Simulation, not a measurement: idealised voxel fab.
Proc. module: voxel self aligned vias
The cross-section shown here is cut; it is 140 nm wide and divided into square cells measuring 5 nm on a side.
Format of a cross-section: grid, square cells. Given as bands. Order: top down. Band: one or more rows of cells. Quick guide to a band line: top height, bottom height (nm) up front; then every material left to right with its width in nm. Only one material and it's marked "throughout"? Then it fills the band edge to edge. And "blank" just means empty space. Height 0 is the level under which the wafer as received is all one material. The lowest band goes on downwards, as in "0..down". With a width like "30->40", each row of cells in the band differs from the next by the same amount, the top row carrying the first number and the bottom row the second. Take "remains unaltered" at face value: in the step it is given for, the cross-section changed in none of its cells. "Closed cavity list": empty spaces of 8 cells or more with no open way to the top, each given as width x height at distance, distance from the left edge, all in nm. Anything after a step's settings on that line? It's the simulator's own note about the step. overlay nm: mask offset rightward from planned place, masked step; negative means leftward offset.

-- Here's what the planned process steps look like
| 1 | RECEIVE [material Si] |
| 2 | CONFORMAL_DEP [material SiO2] [thk nm 10] |
| 3 | CONFORMAL_DEP [material SiCN] [thk nm 5] |
| 4 | DIRECTIONAL_DEP [material lowk] [thk nm 30] |
| 5 | PATTERN [tone open] [mask id LINES] [material resist] [width nm 20] [pitch nm 45] [thk nm 20] [overlay nm -15] |
| 6 | DIRECTIONAL_ETCH [etch materials lowk] [depth nm 30] |
| 7 | STRIP [etch materials resist] |
| 8 | CONFORMAL_DEP [material TiN] [thk nm 5] |
| 9 | FILL_DEP [material W] [thk nm 10] |
| 10 | CMP [height nm 45] |
| 11 | SELECTIVE_ETCH [etch materials W Ru TiN] [depth nm 10] |
| 12 | FILL_DEP [material SiN] [thk nm 5] |
| 13 | CMP [height nm 45] |
| 14 | DIRECTIONAL_DEP [material lowk] [thk nm 20] |
| 15 | DIRECTIONAL_DEP [material aC] [thk nm 10] |
| 16 | PATTERN [tone open] [mask id VIAS] [material resist] [width nm 30] [pitch nm 45] [thk nm 25] [overlay nm 0] |
| 17 | DIRECTIONAL_ETCH [etch materials aC] [depth nm 10] |
| 18 | STRIP [etch materials resist] |
| 19 | DIRECTIONAL_ETCH [etch materials lowk] [depth nm 20] |
| 20 | DIRECTIONAL_ETCH [etch materials SiN] [depth nm 10] |
| 21 | STRIP [etch materials aC] |
| 22 | CONFORMAL_DEP [material TiN] [thk nm 5] |
| 23 | FILL_DEP [material Cu] [thk nm 10] |
| 24 | CMP [height nm 65] |
| 25 | CONFORMAL_DEP [material SiCN] [thk nm 5] |
For clarity, it should be stated that the wafers under discussion commence in an identical condition and differ with respect to the overlay nm of step 5, the plan indicating the value that the first wafer had.

-- As-received cross-section, first of several wafers, post step 1
  0..down  Si throughout
  Closed cavity list: none

-- End-of-module cross-section, first of several wafers, after last step 25
  70..65  SiCN throughout
  65..50  lowk 30; TiN 5; Cu 20; TiN 5; lowk 15; TiN 5; Cu 20; TiN 5; lowk 35
  50..45  lowk 30; TiN 30; lowk 15; TiN 30; lowk 35
  45..35  lowk 20; SiN 10; TiN 10; lowk 25; SiN 10; TiN 10; lowk 55
  35..20  lowk 20; TiN 5; W 10; TiN 5; lowk 25; TiN 5; W 10; TiN 5; lowk 55
  20..15  lowk 20; TiN 20; lowk 25; TiN 20; lowk 55
  15..10  SiCN throughout
  10..0  SiO2 throughout
  0..down  Si throughout
  Closed cavity list: none

-- At the end of the module, the last of several wafers in cross-section
  70..65  SiCN throughout
  65..50  lowk 30; TiN 5; Cu 20; TiN 5; lowk 15; TiN 5; Cu 20; TiN 5; lowk 35
  50..45  lowk 30; TiN 30; lowk 15; TiN 30; lowk 35
  45..35  lowk 50; TiN 10; SiN 10; lowk 25; TiN 10; SiN 10; lowk 25
  35..20  lowk 50; TiN 5; W 10; TiN 5; lowk 25; TiN 5; W 10; TiN 5; lowk 25
  20..15  lowk 50; TiN 20; lowk 25; TiN 20; lowk 25
  15..10  SiCN throughout
  10..0  SiO2 throughout
  0..down  Si throughout
  Closed cavity list: none

-- Take any row and you have a wafer at the end of the module: how many cells of each material it has gained (+) or lost (-) since it was received, and then its closed voids
overlay nm -15, +24 Cu, +56 SiCN, +8 SiN, +56 SiO2, +52 TiN, +12 W, +184 lowk, Closed cavity list: none
overlay nm -10, +28 Cu, +56 SiCN, +4 SiN, +56 SiO2, +52 TiN, +12 W, +184 lowk, Closed cavity list: none
overlay nm -5, +32 Cu, +56 SiCN, +56 SiO2, +52 TiN, +12 W, +184 lowk, Closed cavity list: none
overlay nm 0, +32 Cu, +56 SiCN, +56 SiO2, +52 TiN, +12 W, +184 lowk, Closed cavity list: none
overlay nm 5, +32 Cu, +56 SiCN, +56 SiO2, +52 TiN, +12 W, +184 lowk, Closed cavity list: none
overlay nm 10, +28 Cu, +56 SiCN, +4 SiN, +56 SiO2, +52 TiN, +12 W, +184 lowk, Closed cavity list: none
overlay nm 15, +24 Cu, +56 SiCN, +8 SiN, +56 SiO2, +52 TiN, +12 W, +184 lowk, Closed cavity list: none
